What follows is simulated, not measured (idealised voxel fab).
Process module in this document: voxel self aligned contacts
The cross-section on display is named cut; it measures 210 nm wide, and its cells are 5 nm squares.
A cross-section is written here as square cells arranged in a grid, and it is given in bands from the top down, each band taking up one or more rows of cells.
This entry defines a band. It first specifies the height of the band's top and the height of its bottom in nm, and then specifies the band's materials from left to right, stating each material with its width in nm. The word "throughout" identifies a single material that fills the band from edge to edge, while the word "air" identifies empty space.
Heights are measured from 0, the level below which the as-received wafer is all one material; the lowest band has no bottom and continues downward, written as in "0 and below".
The expression "30..40" gives the width at the extremes of the band, the first number at its top row of cells and the second at its bottom row, with the width changing by equal amounts from each row to the next in between.
Where a step carries "same as before", the cross-section came out of it unchanged, cell for cell.
Heads up: "Sealed void inventory" only lists the empty pockets with no open path to the top that are 8 cells or more, and it writes them as width x height at distance, distance from the left edge, in nm.
Where a step's line continues beyond its settings, the continuation is a remark by the simulator itself on that step.
"overlay nm" denotes, for a step that has a mask, the displacement of the mask to the right of its planned place, with negative values corresponding to the left.
Below is the list of planned process steps
1. RECEIVE (material Si)
2. OXIDIZE (depth nm 5)
3. DIRECTIONAL_DEP (material polySi; thk nm 20)
4. DIRECTIONAL_DEP (material SiN; thk nm 15)
5. MASKED_ETCH (tone cover; mask id GATE; width nm 35; pitch nm 65; etch materials SiN; depth nm 15; overlay nm 0)
6. MASKED_ETCH (tone cover; mask id GATE; width nm 35; pitch nm 65; etch materials polySi; depth nm 20; overlay nm 0)
7. CONFORMAL_DEP (material SiN; thk nm 5)
8. DIRECTIONAL_ETCH (etch materials SiN; depth nm 5)
9. FILL_DEP (material SiO2; thk nm 10)
10. CMP (height nm 40)
11. MASKED_ETCH (tone open; mask id CONTACT; width nm 50; etch materials SiO2; depth nm 45; overlay nm 0)
12. CONFORMAL_DEP (material TiN; thk nm 5)
13. FILL_DEP (material W; thk nm 10)
14. CMP (height nm 40)
15. CONFORMAL_DEP (material SiN; thk nm 5)
The cross-section here shows the wafer as received, i.e. in its state after step 1
* 0 and below | Si throughout
* Sealed void inventory: none
Module complete, cross-section. Starting point and plan per above. One mistake made in running the module
* 45 down to 40 | SiN throughout
* 40 down to 25 | 50 of SiO2  5 of SiN  35 of polySi  5 of SiN  5 of TiN  10 of W  5 of TiN  5 of SiN  35 of polySi  5 of SiN  50 of SiO2
* 25 down to 20 | 50 of SiO2  5 of SiN  35 of polySi  5 of SiN  20 of TiN  5 of SiN  35 of polySi  5 of SiN  50 of SiO2
* 20 down to 0 | polySi throughout
* 0 down to -5 | SiO2 throughout
* -5 and below | Si throughout
* Sealed void inventory: none
Short version of what went wrong: plan step 3 was twice executed
